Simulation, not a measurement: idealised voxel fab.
process module | voxel plated lines
cross-section cut | 230 nm wide | cells 5 nm
A cross-section is a grid of square cells, given in bands from the top down. A band is one or more rows of cells.
Each band's line starts with the height of the band's top and of its bottom, in nm. Then come its materials from left to right, each with its width in nm. One material with "throughout" fills the band from edge to edge. "air" is empty space.
Height 0 is the level under which the wafer as received is all one material. The lowest band goes on downwards, as in "0 down".
A width such as "30 to 40" changes by the same amount from each row of cells to the next, from the band's top row to its bottom row.
"no change" after a step means that no cell of the cross-section changed.
closed voids: empty space of 8 cells or more with no open way to the top, each as width x height at its distance from the left edge, in nm
after a step's settings: what the simulator itself notes on the step
overlay nm, on a step with a mask: how far to the right of its planned place the mask lay; to the left if negative
plan
1 op RECEIVE | material Si
2 op CONFORMAL_DEP | material Al2O3 | thk nm 5
3 op DIRECTIONAL_DEP | material TiN | thk nm 5
4 op PATTERN | tone open | mask id LINES | material resist | width nm 15 | pitch nm 45 | thk nm 35 | overlay nm 0
5 op EPI | material Ru | thk nm 10
6 op EPI | material Ru | thk nm 5
7 op EPI | material Ru | thk nm 5
8 op STRIP | etch materials resist
9 op DIRECTIONAL_ETCH | etch materials TiN | depth nm 5
10 op CONFORMAL_DEP | material SiO2 | thk nm 5
varied across the wafers: width nm of step 4. The plan shows the first wafer's value. All wafers start alike
first wafer as received, after step 1
  0 down: Si throughout
  closed voids: none
first wafer at the end, after step 10
  35 to 30: air 35 | SiO2 25 | air 20 | SiO2 25 | air 20 | SiO2 25 | air 20 | SiO2 25 | air 35
  30 to 10: air 35 | SiO2 5 | Ru 15 | SiO2 5 | air 20 | SiO2 5 | Ru 15 | SiO2 5 | air 20 | SiO2 5 | Ru 15 | SiO2 5 | air 20 | SiO2 5 | Ru 15 | SiO2 5 | air 35
  10 to 5: SiO2 40 | TiN 15 | SiO2 30 | TiN 15 | SiO2 30 | TiN 15 | SiO2 30 | TiN 15 | SiO2 40
  5 to 0: Al2O3 throughout
  0 down: Si throughout
  closed voids: none
last wafer at the end
  35 to 30: air 25 | SiO2 40 | air 5 | SiO2 40 | air 5 | SiO2 40 | air 5 | SiO2 40 | air 30
  30 to 10: air 25 | SiO2 5 | Ru 30 | SiO2 5 | air 5 | SiO2 5 | Ru 30 | SiO2 5 | air 5 | SiO2 5 | Ru 30 | SiO2 5 | air 5 | SiO2 5 | Ru 30 | SiO2 5 | air 30
  10 to 5: SiO2 30 | TiN 30 | SiO2 15 | TiN 30 | SiO2 15 | TiN 30 | SiO2 15 | TiN 30 | SiO2 35
  5 to 0: Al2O3 throughout
  0 down: Si throughout
  closed voids: none
each wafer at the end: cells of each material gained (+) or lost (-) since it was received, then its closed voids
width nm 15 | +46 Al2O3 | +48 Ru | +86 SiO2 | +12 TiN | closed voids: none
width nm 20 | +46 Al2O3 | +64 Ru | +86 SiO2 | +16 TiN | closed voids: none
width nm 25 | +46 Al2O3 | +80 Ru | +86 SiO2 | +20 TiN | closed voids: none
width nm 30 | +46 Al2O3 | +96 Ru | +86 SiO2 | +24 TiN | closed voids: none
